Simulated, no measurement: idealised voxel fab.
process module | voxel quadruple lines
cross-section cut | 205 nm wide | cells 5 nm
A cross-section is a grid of square cells, given in bands from the top down. A band is one or more rows of cells.
Each band's line starts with the height of the band's top and of its bottom, in nm. Then come its materials from left to right, each with its width in nm. One material with "throughout" fills the band from edge to edge. "air" is empty space.
Height 0 is the level under which the wafer as received is all one material. The lowest band goes on downwards, as in "0 down".
A width such as "30 to 40" changes by the same amount from each row of cells to the next, from the band's top row to its bottom row.
"no change" after a step means that no cell of the cross-section changed.
closed voids: empty space of 8 cells or more with no open way to the top, each as width x height at its distance from the left edge, in nm
after a step's settings: what the simulator itself notes on the step
overlay nm, on a step with a mask: how far to the right of its planned place the mask lay; to the left if negative
Each pair below shows a cross-section before one step and the cross-section after it, down to the lowest band that changed. The line under each pair gives the step between them, with its settings. The pairs can come from different runs of this module on the same starting wafer, so a pair continues from the pair above only where its "before" says so.
before
  0 down: Si throughout
  closed voids: none
after
  5 to 0: SiO2 throughout
  below 0: unchanged
  closed voids: none
the step between: op CONFORMAL_DEP | material SiO2 | thk nm 5
before: the cross-section after the pair above
after
  20 to 5: Ru throughout
  below 5: unchanged
  closed voids: none
the step between: op DIRECTIONAL_DEP | material Ru | thk nm 15
before: the cross-section after the pair above
after
  35 to 20: polySi throughout
  below 20: unchanged
  closed voids: none
the step between: op DIRECTIONAL_DEP | material polySi | thk nm 15
before: the cross-section after the pair above
after
  55 to 35: aC throughout
  below 35: unchanged
  closed voids: none
the step between: op DIRECTIONAL_DEP | material aC | thk nm 20
before: the cross-section after the pair above
after
  80 to 55: air 60 | resist 20 | air 40 | resist 20 | air 65
  below 55: unchanged
  closed voids: none
the step between: op PATTERN | tone cover | mask id MANDREL | material resist | width nm 20 | pitch nm 60 | thk nm 25 | overlay nm 0
before: the cross-section after the pair above
after
  60 to 55: air 60 | resist 20 | air 40 | resist 20 | air 65
  55 to 35: air 60 | aC 20 | air 40 | aC 20 | air 65
  below 35: unchanged
  closed voids: none
the step between: op DIRECTIONAL_ETCH | etch materials aC | depth nm 20
before: the cross-section after the pair above
after
  55 to 35: air 60 | aC 20 | air 40 | aC 20 | air 65
  below 35: unchanged
  closed voids: none
the step between: op STRIP | etch materials resist
before: the cross-section after the pair above
after
  65 to 55: air 50 | SiO2 40 | air 20 | SiO2 40 | air 55
  55 to 45: air 50 | SiO2 10 | aC 20 | SiO2 10 | air 20 | SiO2 10 | aC 20 | SiO2 10 | air 55
  45 to 35: SiO2 60 | aC 20 | SiO2 40 | aC 20 | SiO2 65
  below 35: unchanged
  closed voids: none
the step between: op CONFORMAL_DEP | material SiO2 | thk nm 10
before: the cross-section after the pair above
after
  55 to 35: air 50 | SiO2 10 | aC 20 | SiO2 10 | air 20 | SiO2 10 | aC 20 | SiO2 10 | air 55
  below 35: unchanged
  closed voids: none
the step between: op DIRECTIONAL_ETCH | etch materials SiO2 | depth nm 10
before: the cross-section after the pair above
after
  55 to 35: air 50 | SiO2 10 | air 20 | SiO2 10 | air 20 | SiO2 10 | air 20 | SiO2 10 | air 55
  below 35: unchanged
  closed voids: none
the step between: op STRIP | etch materials aC
before: the cross-section after the pair above
after
  55 to 35: air 50 | SiO2 10 | air 20 | SiO2 10 | air 20 | SiO2 10 | air 20 | SiO2 10 | air 55
  35 to 20: air 50 | polySi 10 | air 20 | polySi 10 | air 20 | polySi 10 | air 20 | polySi 10 | air 55
  below 20: unchanged
  closed voids: none
the step between: op DIRECTIONAL_ETCH | etch materials polySi | depth nm 15
before: the cross-section after the pair above
after
  35 to 20: air 50 | polySi 10 | air 20 | polySi 10 | air 20 | polySi 10 | air 20 | polySi 10 | air 55
  below 20: unchanged
  closed voids: none
the step between: op STRIP | etch materials SiO2
before: the cross-section after the pair above
after
  40 to 35: air 45 | SiN 20 | air 10 | SiN 20 | air 10 | SiN 20 | air 10 | SiN 20 | air 50
  35 to 25: air 45 | SiN 5 | polySi 10 | SiN 5 | air 10 | SiN 5 | polySi 10 | SiN 5 | air 10 | SiN 5 | polySi 10 | SiN 5 | air 10 | SiN 5 | polySi 10 | SiN 5 | air 50
  25 to 20: SiN 50 | polySi 10 | SiN 20 | polySi 10 | SiN 20 | polySi 10 | SiN 20 | polySi 10 | SiN 55
  below 20: unchanged
  closed voids: none
the step between: op CONFORMAL_DEP | material SiN | thk nm 5
before: the cross-section after the pair above
after
  35 to 20: air 45 | SiN 5 | polySi 10 | SiN 5 | air 10 | SiN 5 | polySi 10 | SiN 5 | air 10 | SiN 5 | polySi 10 | SiN 5 | air 10 | SiN 5 | polySi 10 | SiN 5 | air 50
  below 20: unchanged
  closed voids: none
the step between: op DIRECTIONAL_ETCH | etch materials SiN | depth nm 5
before: the cross-section after the pair above
after
  35 to 20: air 45 | SiN 5 | air 10 | SiN 5 | air 10 | SiN 5 | air 10 | SiN 5 | air 10 | SiN 5 | air 10 | SiN 5 | air 10 | SiN 5 | air 10 | SiN 5 | air 50
  below 20: unchanged
  closed voids: none
the step between: op STRIP | etch materials polySi
before: the cross-section after the pair above
after
  35 to 20: air 45 | SiN 5 | air 10 | SiN 5 | air 10 | SiN 5 | air 10 | SiN 5 | air 10 | SiN 5 | air 10 | SiN 5 | air 10 | SiN 5 | air 10 | SiN 5 | air 50
  20 to 5: air 45 | Ru 5 | air 10 | Ru 5 | air 10 | Ru 5 | air 10 | Ru 5 | air 10 | Ru 5 | air 10 | Ru 5 | air 10 | Ru 5 | air 10 | Ru 5 | air 50
  below 5: unchanged
  closed voids: none
the step between: op DIRECTIONAL_ETCH | etch materials Ru | depth nm 15
before: the cross-section after the pair above
after
  20 to 5: air 45 | Ru 5 | air 10 | Ru 5 | air 10 | Ru 5 | air 10 | Ru 5 | air 10 | Ru 5 | air 10 | Ru 5 | air 10 | Ru 5 | air 10 | Ru 5 | air 50
  below 5: unchanged
  closed voids: none
the step between: op STRIP | etch materials SiN
before
  0 down: Si throughout
  closed voids: none
after
  15 to 0: Ru throughout
  below 0: unchanged
  closed voids: none
the step between: op DIRECTIONAL_DEP | material Ru | thk nm 15
before: the cross-section after the pair above
after
  30 to 15: polySi throughout
  below 15: unchanged
  closed voids: none
the step between: op DIRECTIONAL_DEP | material polySi | thk nm 15
before: the cross-section after the pair above
after
  50 to 30: aC throughout
  below 30: unchanged
  closed voids: none
the step between: op DIRECTIONAL_DEP | material aC | thk nm 20
before: the cross-section after the pair above
after
  75 to 50: air 60 | resist 20 | air 40 | resist 20 | air 65
  below 50: unchanged
  closed voids: none
the step between: op PATTERN | tone cover | mask id MANDREL | material resist | width nm 20 | pitch nm 60 | thk nm 25 | overlay nm 0
before: the cross-section after the pair above
after
  55 to 50: air 60 | resist 20 | air 40 | resist 20 | air 65
  50 to 30: air 60 | aC 20 | air 40 | aC 20 | air 65
  below 30: unchanged
  closed voids: none
the step between: op DIRECTIONAL_ETCH | etch materials aC | depth nm 20
before: the cross-section after the pair above
after
  50 to 30: air 60 | aC 20 | air 40 | aC 20 | air 65
  below 30: unchanged
  closed voids: none
the step between: op STRIP | etch materials resist
before: the cross-section after the pair above
after
  60 to 50: air 50 | SiO2 40 | air 20 | SiO2 40 | air 55
  50 to 40: air 50 | SiO2 10 | aC 20 | SiO2 10 | air 20 | SiO2 10 | aC 20 | SiO2 10 | air 55
  40 to 30: SiO2 60 | aC 20 | SiO2 40 | aC 20 | SiO2 65
  below 30: unchanged
  closed voids: none
the step between: op CONFORMAL_DEP | material SiO2 | thk nm 10
before: the cross-section after the pair above
after
  50 to 30: air 50 | SiO2 10 | aC 20 | SiO2 10 | air 20 | SiO2 10 | aC 20 | SiO2 10 | air 55
  below 30: unchanged
  closed voids: none
the step between: op DIRECTIONAL_ETCH | etch materials SiO2 | depth nm 10
before: the cross-section after the pair above
after
  50 to 30: air 50 | SiO2 10 | air 20 | SiO2 10 | air 20 | SiO2 10 | air 20 | SiO2 10 | air 55
  below 30: unchanged
  closed voids: none
the step between: op STRIP | etch materials aC
before: the cross-section after the pair above
after
  50 to 30: air 50 | SiO2 10 | air 20 | SiO2 10 | air 20 | SiO2 10 | air 20 | SiO2 10 | air 55
  30 to 15: air 50 | polySi 10 | air 20 | polySi 10 | air 20 | polySi 10 | air 20 | polySi 10 | air 55
  below 15: unchanged
  closed voids: none
the step between: op DIRECTIONAL_ETCH | etch materials polySi | depth nm 15
before: the cross-section after the pair above
after
  30 to 15: air 50 | polySi 10 | air 20 | polySi 10 | air 20 | polySi 10 | air 20 | polySi 10 | air 55
  below 15: unchanged
  closed voids: none
the step between: op STRIP | etch materials SiO2
before: the cross-section after the pair above
after
  35 to 30: air 45 | SiN 20 | air 10 | SiN 20 | air 10 | SiN 20 | air 10 | SiN 20 | air 50
  30 to 20: air 45 | SiN 5 | polySi 10 | SiN 5 | air 10 | SiN 5 | polySi 10 | SiN 5 | air 10 | SiN 5 | polySi 10 | SiN 5 | air 10 | SiN 5 | polySi 10 | SiN 5 | air 50
  20 to 15: SiN 50 | polySi 10 | SiN 20 | polySi 10 | SiN 20 | polySi 10 | SiN 20 | polySi 10 | SiN 55
  below 15: unchanged
  closed voids: none
the step between: op CONFORMAL_DEP | material SiN | thk nm 5
before: the cross-section after the pair above
after
  30 to 15: air 45 | SiN 5 | polySi 10 | SiN 5 | air 10 | SiN 5 | polySi 10 | SiN 5 | air 10 | SiN 5 | polySi 10 | SiN 5 | air 10 | SiN 5 | polySi 10 | SiN 5 | air 50
  below 15: unchanged
  closed voids: none
the step between: op DIRECTIONAL_ETCH | etch materials SiN | depth nm 5
before: the cross-section after the pair above
after
  30 to 15: air 45 | SiN 5 | air 10 | SiN 5 | air 10 | SiN 5 | air 10 | SiN 5 | air 10 | SiN 5 | air 10 | SiN 5 | air 10 | SiN 5 | air 10 | SiN 5 | air 50
  below 15: unchanged
  closed voids: none
the step between: op STRIP | etch materials polySi
before: the cross-section after the pair above
after
  30 to 15: air 45 | SiN 5 | air 10 | SiN 5 | air 10 | SiN 5 | air 10 | SiN 5 | air 10 | SiN 5 | air 10 | SiN 5 | air 10 | SiN 5 | air 10 | SiN 5 | air 50
  15 to 0: air 45 | Ru 5 | air 10 | Ru 5 | air 10 | Ru 5 | air 10 | Ru 5 | air 10 | Ru 5 | air 10 | Ru 5 | air 10 | Ru 5 | air 10 | Ru 5 | air 50
  below 0: unchanged
  closed voids: none
the step between: op DIRECTIONAL_ETCH | etch materials Ru | depth nm 15
before: the cross-section after the pair above
after
  15 to 0: air 45 | Ru 5 | air 10 | Ru 5 | air 10 | Ru 5 | air 10 | Ru 5 | air 10 | Ru 5 | air 10 | Ru 5 | air 10 | Ru 5 | air 10 | Ru 5 | air 50
  below 0: unchanged
  closed voids: none
the step between: op STRIP | etch materials SiN
before
  20 to 5: Ru throughout
  5 to 0: SiO2 throughout
  0 down: Si throughout
  closed voids: none
after
  35 to 5: Ru throughout
  below 5: unchanged
  closed voids: none
the step between: op DIRECTIONAL_DEP | material Ru | thk nm 15
before: the cross-section after the pair above
after
  50 to 35: polySi throughout
  below 35: unchanged
  closed voids: none
the step between: op DIRECTIONAL_DEP | material polySi | thk nm 15
before: the cross-section after the pair above
after
  70 to 50: aC throughout
  below 50: unchanged
  closed voids: none
the step between: op DIRECTIONAL_DEP | material aC | thk nm 20
before: the cross-section after the pair above
after
  95 to 70: air 60 | resist 20 | air 40 | resist 20 | air 65
  below 70: unchanged
  closed voids: none
the step between: op PATTERN | tone cover | mask id MANDREL | material resist | width nm 20 | pitch nm 60 | thk nm 25 | overlay nm 0
before: the cross-section after the pair above
after
  75 to 70: air 60 | resist 20 | air 40 | resist 20 | air 65
  70 to 50: air 60 | aC 20 | air 40 | aC 20 | air 65
  below 50: unchanged
  closed voids: none
the step between: op DIRECTIONAL_ETCH | etch materials aC | depth nm 20
before: the cross-section after the pair above
after
  70 to 50: air 60 | aC 20 | air 40 | aC 20 | air 65
  below 50: unchanged
  closed voids: none
the step between: op STRIP | etch materials resist
before: the cross-section after the pair above
after
  80 to 70: air 50 | SiO2 40 | air 20 | SiO2 40 | air 55
  70 to 60: air 50 | SiO2 10 | aC 20 | SiO2 10 | air 20 | SiO2 10 | aC 20 | SiO2 10 | air 55
  60 to 50: SiO2 60 | aC 20 | SiO2 40 | aC 20 | SiO2 65
  below 50: unchanged
  closed voids: none
the step between: op CONFORMAL_DEP | material SiO2 | thk nm 10
before: the cross-section after the pair above
after
  70 to 50: air 50 | SiO2 10 | aC 20 | SiO2 10 | air 20 | SiO2 10 | aC 20 | SiO2 10 | air 55
  below 50: unchanged
  closed voids: none
the step between: op DIRECTIONAL_ETCH | etch materials SiO2 | depth nm 10
before: the cross-section after the pair above
after
  70 to 50: air 50 | SiO2 10 | air 20 | SiO2 10 | air 20 | SiO2 10 | air 20 | SiO2 10 | air 55
  below 50: unchanged
  closed voids: none
the step between: op STRIP | etch materials aC
before: the cross-section after the pair above
after
  70 to 50: air 50 | SiO2 10 | air 20 | SiO2 10 | air 20 | SiO2 10 | air 20 | SiO2 10 | air 55
  50 to 35: air 50 | polySi 10 | air 20 | polySi 10 | air 20 | polySi 10 | air 20 | polySi 10 | air 55
  below 35: unchanged
  closed voids: none
the step between: op DIRECTIONAL_ETCH | etch materials polySi | depth nm 15
before: the cross-section after the pair above
after
  50 to 35: air 50 | polySi 10 | air 20 | polySi 10 | air 20 | polySi 10 | air 20 | polySi 10 | air 55
  below 35: unchanged
  closed voids: none
the step between: op STRIP | etch materials SiO2
before: the cross-section after the pair above
after
  55 to 50: air 45 | SiN 20 | air 10 | SiN 20 | air 10 | SiN 20 | air 10 | SiN 20 | air 50
  50 to 40: air 45 | SiN 5 | polySi 10 | SiN 5 | air 10 | SiN 5 | polySi 10 | SiN 5 | air 10 | SiN 5 | polySi 10 | SiN 5 | air 10 | SiN 5 | polySi 10 | SiN 5 | air 50
  40 to 35: SiN 50 | polySi 10 | SiN 20 | polySi 10 | SiN 20 | polySi 10 | SiN 20 | polySi 10 | SiN 55
  below 35: unchanged
  closed voids: none
the step between: op CONFORMAL_DEP | material SiN | thk nm 5
before: the cross-section after the pair above
after
  50 to 35: air 45 | SiN 5 | polySi 10 | SiN 5 | air 10 | SiN 5 | polySi 10 | SiN 5 | air 10 | SiN 5 | polySi 10 | SiN 5 | air 10 | SiN 5 | polySi 10 | SiN 5 | air 50
  below 35: unchanged
  closed voids: none
the step between: op DIRECTIONAL_ETCH | etch materials SiN | depth nm 5
before: the cross-section after the pair above
after
  50 to 35: air 45 | SiN 5 | air 10 | SiN 5 | air 10 | SiN 5 | air 10 | SiN 5 | air 10 | SiN 5 | air 10 | SiN 5 | air 10 | SiN 5 | air 10 | SiN 5 | air 50
  below 35: unchanged
  closed voids: none
the step between: op STRIP | etch materials polySi
before: the cross-section after the pair above
after
  50 to 35: air 45 | SiN 5 | air 10 | SiN 5 | air 10 | SiN 5 | air 10 | SiN 5 | air 10 | SiN 5 | air 10 | SiN 5 | air 10 | SiN 5 | air 10 | SiN 5 | air 50
  35 to 20: air 45 | Ru 5 | air 10 | Ru 5 | air 10 | Ru 5 | air 10 | Ru 5 | air 10 | Ru 5 | air 10 | Ru 5 | air 10 | Ru 5 | air 10 | Ru 5 | air 50
  below 20: unchanged
  closed voids: none
the step between: op DIRECTIONAL_ETCH | etch materials Ru | depth nm 15
before: the cross-section after the pair above
after
  35 to 20: air 45 | Ru 5 | air 10 | Ru 5 | air 10 | Ru 5 | air 10 | Ru 5 | air 10 | Ru 5 | air 10 | Ru 5 | air 10 | Ru 5 | air 10 | Ru 5 | air 50
  below 20: unchanged
  closed voids: none
the step between: op STRIP | etch materials SiN
before
  35 to 20: air 45 | SiN 5 | polySi 10 | SiN 5 | air 10 | SiN 5 | polySi 10 | SiN 5 | air 10 | SiN 5 | polySi 10 | SiN 5 | air 10 | SiN 5 | polySi 10 | SiN 5 | air 50
  20 to 5: Ru throughout
  5 to 0: SiO2 throughout
  0 down: Si throughout
  closed voids: none
after
  35 to 20: air 45 | SiN 5 | polySi 10 | SiN 5 | air 10 | SiN 5 | polySi 10 | SiN 5 | air 10 | SiN 5 | polySi 10 | SiN 5 | air 10 | SiN 5 | polySi 10 | SiN 5 | air 50
  20 to 5: air 45 | Ru 20 | air 10 | Ru 20 | air 10 | Ru 20 | air 10 | Ru 20 | air 50
  below 5: unchanged
  closed voids: none
the step between: op DIRECTIONAL_ETCH | etch materials Ru | depth nm 15
before: the cross-section after the pair above
after
  35 to 20: air 45 | SiN 5 | air 10 | SiN 5 | air 10 | SiN 5 | air 10 | SiN 5 | air 10 | SiN 5 | air 10 | SiN 5 | air 10 | SiN 5 | air 10 | SiN 5 | air 50
  below 20: unchanged
  closed voids: none
the step between: op STRIP | etch materials polySi
before: the cross-section after the pair above
after
  20 to 5: air 45 | Ru 20 | air 10 | Ru 20 | air 10 | Ru 20 | air 10 | Ru 20 | air 50
  below 5: unchanged
  closed voids: none
the step between: op STRIP | etch materials SiN
before
  5 to 0: SiO2 throughout
  0 down: Si throughout
  closed voids: none
after
  10 to 5: Ru throughout
  below 5: unchanged
  closed voids: none
the step between: op DIRECTIONAL_DEP | material Ru | thk nm 5
before: the cross-section after the pair above
after
  25 to 10: polySi throughout
  below 10: unchanged
  closed voids: none
the step between: op DIRECTIONAL_DEP | material polySi | thk nm 15
before: the cross-section after the pair above
after
  45 to 25: aC throughout
  below 25: unchanged
  closed voids: none
the step between: op DIRECTIONAL_DEP | material aC | thk nm 20
before: the cross-section after the pair above
after
  70 to 45: air 60 | resist 20 | air 40 | resist 20 | air 65
  below 45: unchanged
  closed voids: none
the step between: op PATTERN | tone cover | mask id MANDREL | material resist | width nm 20 | pitch nm 60 | thk nm 25 | overlay nm 0
before: the cross-section after the pair above
after
  50 to 45: air 60 | resist 20 | air 40 | resist 20 | air 65
  45 to 25: air 60 | aC 20 | air 40 | aC 20 | air 65
  below 25: unchanged
  closed voids: none
the step between: op DIRECTIONAL_ETCH | etch materials aC | depth nm 20
before: the cross-section after the pair above
after
  45 to 25: air 60 | aC 20 | air 40 | aC 20 | air 65
  below 25: unchanged
  closed voids: none
the step between: op STRIP | etch materials resist
before: the cross-section after the pair above
after
  55 to 45: air 50 | SiO2 40 | air 20 | SiO2 40 | air 55
  45 to 35: air 50 | SiO2 10 | aC 20 | SiO2 10 | air 20 | SiO2 10 | aC 20 | SiO2 10 | air 55
  35 to 25: SiO2 60 | aC 20 | SiO2 40 | aC 20 | SiO2 65
  below 25: unchanged
  closed voids: none
the step between: op CONFORMAL_DEP | material SiO2 | thk nm 10
before: the cross-section after the pair above
after
  45 to 25: air 50 | SiO2 10 | aC 20 | SiO2 10 | air 20 | SiO2 10 | aC 20 | SiO2 10 | air 55
  below 25: unchanged
  closed voids: none
the step between: op DIRECTIONAL_ETCH | etch materials SiO2 | depth nm 10
before: the cross-section after the pair above
after
  45 to 25: air 50 | SiO2 10 | air 20 | SiO2 10 | air 20 | SiO2 10 | air 20 | SiO2 10 | air 55
  below 25: unchanged
  closed voids: none
the step between: op STRIP | etch materials aC
before: the cross-section after the pair above
after
  45 to 25: air 50 | SiO2 10 | air 20 | SiO2 10 | air 20 | SiO2 10 | air 20 | SiO2 10 | air 55
  25 to 10: air 50 | polySi 10 | air 20 | polySi 10 | air 20 | polySi 10 | air 20 | polySi 10 | air 55
  below 10: unchanged
  closed voids: none
the step between: op DIRECTIONAL_ETCH | etch materials polySi | depth nm 15
before: the cross-section after the pair above
after
  25 to 10: air 50 | polySi 10 | air 20 | polySi 10 | air 20 | polySi 10 | air 20 | polySi 10 | air 55
  below 10: unchanged
  closed voids: none
the step between: op STRIP | etch materials SiO2
before: the cross-section after the pair above
after
  30 to 25: air 45 | SiN 20 | air 10 | SiN 20 | air 10 | SiN 20 | air 10 | SiN 20 | air 50
  25 to 15: air 45 | SiN 5 | polySi 10 | SiN 5 | air 10 | SiN 5 | polySi 10 | SiN 5 | air 10 | SiN 5 | polySi 10 | SiN 5 | air 10 | SiN 5 | polySi 10 | SiN 5 | air 50
  15 to 10: SiN 50 | polySi 10 | SiN 20 | polySi 10 | SiN 20 | polySi 10 | SiN 20 | polySi 10 | SiN 55
  below 10: unchanged
  closed voids: none
the step between: op CONFORMAL_DEP | material SiN | thk nm 5
before: the cross-section after the pair above
after
  25 to 10: air 45 | SiN 5 | polySi 10 | SiN 5 | air 10 | SiN 5 | polySi 10 | SiN 5 | air 10 | SiN 5 | polySi 10 | SiN 5 | air 10 | SiN 5 | polySi 10 | SiN 5 | air 50
  below 10: unchanged
  closed voids: none
the step between: op DIRECTIONAL_ETCH | etch materials SiN | depth nm 5
before: the cross-section after the pair above
after
  25 to 10: air 45 | SiN 5 | air 10 | SiN 5 | air 10 | SiN 5 | air 10 | SiN 5 | air 10 | SiN 5 | air 10 | SiN 5 | air 10 | SiN 5 | air 10 | SiN 5 | air 50
  below 10: unchanged
  closed voids: none
the step between: op STRIP | etch materials polySi
before: the cross-section after the pair above
after
  25 to 10: air 45 | SiN 5 | air 10 | SiN 5 | air 10 | SiN 5 | air 10 | SiN 5 | air 10 | SiN 5 | air 10 | SiN 5 | air 10 | SiN 5 | air 10 | SiN 5 | air 50
  10 to 5: air 45 | Ru 5 | air 10 | Ru 5 | air 10 | Ru 5 | air 10 | Ru 5 | air 10 | Ru 5 | air 10 | Ru 5 | air 10 | Ru 5 | air 10 | Ru 5 | air 50
  below 5: unchanged
  closed voids: none
the step between: op DIRECTIONAL_ETCH | etch materials Ru | depth nm 15
before: the cross-section after the pair above
after
  10 to 5: air 45 | Ru 5 | air 10 | Ru 5 | air 10 | Ru 5 | air 10 | Ru 5 | air 10 | Ru 5 | air 10 | Ru 5 | air 10 | Ru 5 | air 10 | Ru 5 | air 50
  below 5: unchanged
  closed voids: none
the step between: op STRIP | etch materials SiN
before
  55 to 35: aC throughout
  35 to 20: polySi throughout
  20 to 5: Ru throughout
  5 to 0: SiO2 throughout
  0 down: Si throughout
  closed voids: none
after
  80 to 55: air 55 | resist 30 | air 30 | resist 30 | air 60
  below 55: unchanged
  closed voids: none
the step between: op PATTERN | tone cover | mask id MANDREL | material resist | width nm 30 | pitch nm 60 | thk nm 25 | overlay nm 0
before: the cross-section after the pair above
after
  60 to 55: air 55 | resist 30 | air 30 | resist 30 | air 60
  55 to 35: air 55 | aC 30 | air 30 | aC 30 | air 60
  below 35: unchanged
  closed voids: none
the step between: op DIRECTIONAL_ETCH | etch materials aC | depth nm 20
before: the cross-section after the pair above
after
  55 to 35: air 55 | aC 30 | air 30 | aC 30 | air 60
  below 35: unchanged
  closed voids: none
the step between: op STRIP | etch materials resist
before: the cross-section after the pair above
after
  65 to 55: air 45 | SiO2 50 | air 10 | SiO2 50 | air 50
  55 to 45: air 45 | SiO2 10 | aC 30 | SiO2 10 | air 10 | SiO2 10 | aC 30 | SiO2 10 | air 50
  45 to 35: SiO2 55 | aC 30 | SiO2 30 | aC 30 | SiO2 60
  below 35: unchanged
  closed voids: none
the step between: op CONFORMAL_DEP | material SiO2 | thk nm 10
before: the cross-section after the pair above
after
  55 to 35: air 45 | SiO2 10 | aC 30 | SiO2 10 | air 10 | SiO2 10 | aC 30 | SiO2 10 | air 50
  below 35: unchanged
  closed voids: none
the step between: op DIRECTIONAL_ETCH | etch materials SiO2 | depth nm 10
before: the cross-section after the pair above
after
  55 to 35: air 45 | SiO2 10 | air 30 | SiO2 10 | air 10 | SiO2 10 | air 30 | SiO2 10 | air 50
  below 35: unchanged
  closed voids: none
the step between: op STRIP | etch materials aC
before: the cross-section after the pair above
after
  55 to 35: air 45 | SiO2 10 | air 30 | SiO2 10 | air 10 | SiO2 10 | air 30 | SiO2 10 | air 50
  35 to 20: air 45 | polySi 10 | air 30 | polySi 10 | air 10 | polySi 10 | air 30 | polySi 10 | air 50
  below 20: unchanged
  closed voids: none
the step between: op DIRECTIONAL_ETCH | etch materials polySi | depth nm 15
before: the cross-section after the pair above
after
  35 to 20: air 45 | polySi 10 | air 30 | polySi 10 | air 10 | polySi 10 | air 30 | polySi 10 | air 50
  below 20: unchanged
  closed voids: none
the step between: op STRIP | etch materials SiO2
before: the cross-section after the pair above
after
  40 to 35: air 40 | SiN 20 | air 20 | SiN 40 | air 20 | SiN 20 | air 45
  35 to 25: air 40 | SiN 5 | polySi 10 | SiN 5 | air 20 | SiN 5 | polySi 10 | SiN 10 | polySi 10 | SiN 5 | air 20 | SiN 5 | polySi 10 | SiN 5 | air 45
  25 to 20: SiN 45 | polySi 10 | SiN 30 | polySi 10 | SiN 10 | polySi 10 | SiN 30 | polySi 10 | SiN 50
  below 20: unchanged
  closed voids: none
the step between: op CONFORMAL_DEP | material SiN | thk nm 5
before: the cross-section after the pair above
after
  35 to 20: air 40 | SiN 5 | polySi 10 | SiN 5 | air 20 | SiN 5 | polySi 10 | SiN 10 | polySi 10 | SiN 5 | air 20 | SiN 5 | polySi 10 | SiN 5 | air 45
  below 20: unchanged
  closed voids: none
the step between: op DIRECTIONAL_ETCH | etch materials SiN | depth nm 5
before: the cross-section after the pair above
after
  35 to 20: air 40 | SiN 5 | air 10 | SiN 5 | air 20 | SiN 5 | air 10 | SiN 10 | air 10 | SiN 5 | air 20 | SiN 5 | air 10 | SiN 5 | air 45
  below 20: unchanged
  closed voids: none
the step between: op STRIP | etch materials polySi
before: the cross-section after the pair above
after
  35 to 20: air 40 | SiN 5 | air 10 | SiN 5 | air 20 | SiN 5 | air 10 | SiN 10 | air 10 | SiN 5 | air 20 | SiN 5 | air 10 | SiN 5 | air 45
  20 to 5: air 40 | Ru 5 | air 10 | Ru 5 | air 20 | Ru 5 | air 10 | Ru 10 | air 10 | Ru 5 | air 20 | Ru 5 | air 10 | Ru 5 | air 45
  below 5: unchanged
  closed voids: none
the step between: op DIRECTIONAL_ETCH | etch materials Ru | depth nm 15
before: the cross-section after the pair above
after
  20 to 5: air 40 | Ru 5 | air 10 | Ru 5 | air 20 | Ru 5 | air 10 | Ru 10 | air 10 | Ru 5 | air 20 | Ru 5 | air 10 | Ru 5 | air 45
  below 5: unchanged
  closed voids: none
the step between: op STRIP | etch materials SiN
before
  55 to 35: aC throughout
  35 to 20: polySi throughout
  20 to 5: Ru throughout
  5 to 0: SiO2 throughout
  0 down: Si throughout
  closed voids: none
after
  80 to 55: air 70 | resist 20 | air 40 | resist 20 | air 55
  below 55: unchanged
  closed voids: none
the step between: op PATTERN | tone cover | mask id MANDREL | material resist | width nm 20 | pitch nm 60 | thk nm 25 | overlay nm 10
before: the cross-section after the pair above
after
  60 to 55: air 70 | resist 20 | air 40 | resist 20 | air 55
  55 to 35: air 70 | aC 20 | air 40 | aC 20 | air 55
  below 35: unchanged
  closed voids: none
the step between: op DIRECTIONAL_ETCH | etch materials aC | depth nm 20
before: the cross-section after the pair above
after
  55 to 35: air 70 | aC 20 | air 40 | aC 20 | air 55
  below 35: unchanged
  closed voids: none
the step between: op STRIP | etch materials resist
before: the cross-section after the pair above
after
  65 to 55: air 60 | SiO2 40 | air 20 | SiO2 40 | air 45
  55 to 45: air 60 | SiO2 10 | aC 20 | SiO2 10 | air 20 | SiO2 10 | aC 20 | SiO2 10 | air 45
  45 to 35: SiO2 70 | aC 20 | SiO2 40 | aC 20 | SiO2 55
  below 35: unchanged
  closed voids: none
the step between: op CONFORMAL_DEP | material SiO2 | thk nm 10
before: the cross-section after the pair above
after
  55 to 35: air 60 | SiO2 10 | aC 20 | SiO2 10 | air 20 | SiO2 10 | aC 20 | SiO2 10 | air 45
  below 35: unchanged
  closed voids: none
the step between: op DIRECTIONAL_ETCH | etch materials SiO2 | depth nm 10
before: the cross-section after the pair above
after
  55 to 35: air 60 | SiO2 10 | air 20 | SiO2 10 | air 20 | SiO2 10 | air 20 | SiO2 10 | air 45
  below 35: unchanged
  closed voids: none
the step between: op STRIP | etch materials aC
before: the cross-section after the pair above
after
  55 to 35: air 60 | SiO2 10 | air 20 | SiO2 10 | air 20 | SiO2 10 | air 20 | SiO2 10 | air 45
  35 to 20: air 60 | polySi 10 | air 20 | polySi 10 | air 20 | polySi 10 | air 20 | polySi 10 | air 45
  below 20: unchanged
  closed voids: none
the step between: op DIRECTIONAL_ETCH | etch materials polySi | depth nm 15
before: the cross-section after the pair above
after
  35 to 20: air 60 | polySi 10 | air 20 | polySi 10 | air 20 | polySi 10 | air 20 | polySi 10 | air 45
  below 20: unchanged
  closed voids: none
the step between: op STRIP | etch materials SiO2
before: the cross-section after the pair above
after
  40 to 35: air 55 | SiN 20 | air 10 | SiN 20 | air 10 | SiN 20 | air 10 | SiN 20 | air 40
  35 to 25: air 55 | SiN 5 | polySi 10 | SiN 5 | air 10 | SiN 5 | polySi 10 | SiN 5 | air 10 | SiN 5 | polySi 10 | SiN 5 | air 10 | SiN 5 | polySi 10 | SiN 5 | air 40
  25 to 20: SiN 60 | polySi 10 | SiN 20 | polySi 10 | SiN 20 | polySi 10 | SiN 20 | polySi 10 | SiN 45
  below 20: unchanged
  closed voids: none
the step between: op CONFORMAL_DEP | material SiN | thk nm 5
before: the cross-section after the pair above
after
  35 to 20: air 55 | SiN 5 | polySi 10 | SiN 5 | air 10 | SiN 5 | polySi 10 | SiN 5 | air 10 | SiN 5 | polySi 10 | SiN 5 | air 10 | SiN 5 | polySi 10 | SiN 5 | air 40
  below 20: unchanged
  closed voids: none
the step between: op DIRECTIONAL_ETCH | etch materials SiN | depth nm 5
before: the cross-section after the pair above
after
  35 to 20: air 55 | SiN 5 | air 10 | SiN 5 | air 10 | SiN 5 | air 10 | SiN 5 | air 10 | SiN 5 | air 10 | SiN 5 | air 10 | SiN 5 | air 10 | SiN 5 | air 40
  below 20: unchanged
  closed voids: none
the step between: op STRIP | etch materials polySi
before: the cross-section after the pair above
after
  35 to 20: air 55 | SiN 5 | air 10 | SiN 5 | air 10 | SiN 5 | air 10 | SiN 5 | air 10 | SiN 5 | air 10 | SiN 5 | air 10 | SiN 5 | air 10 | SiN 5 | air 40
  20 to 5: air 55 | Ru 5 | air 10 | Ru 5 | air 10 | Ru 5 | air 10 | Ru 5 | air 10 | Ru 5 | air 10 | Ru 5 | air 10 | Ru 5 | air 10 | Ru 5 | air 40
  below 5: unchanged
  closed voids: none
the step between: op DIRECTIONAL_ETCH | etch materials Ru | depth nm 15
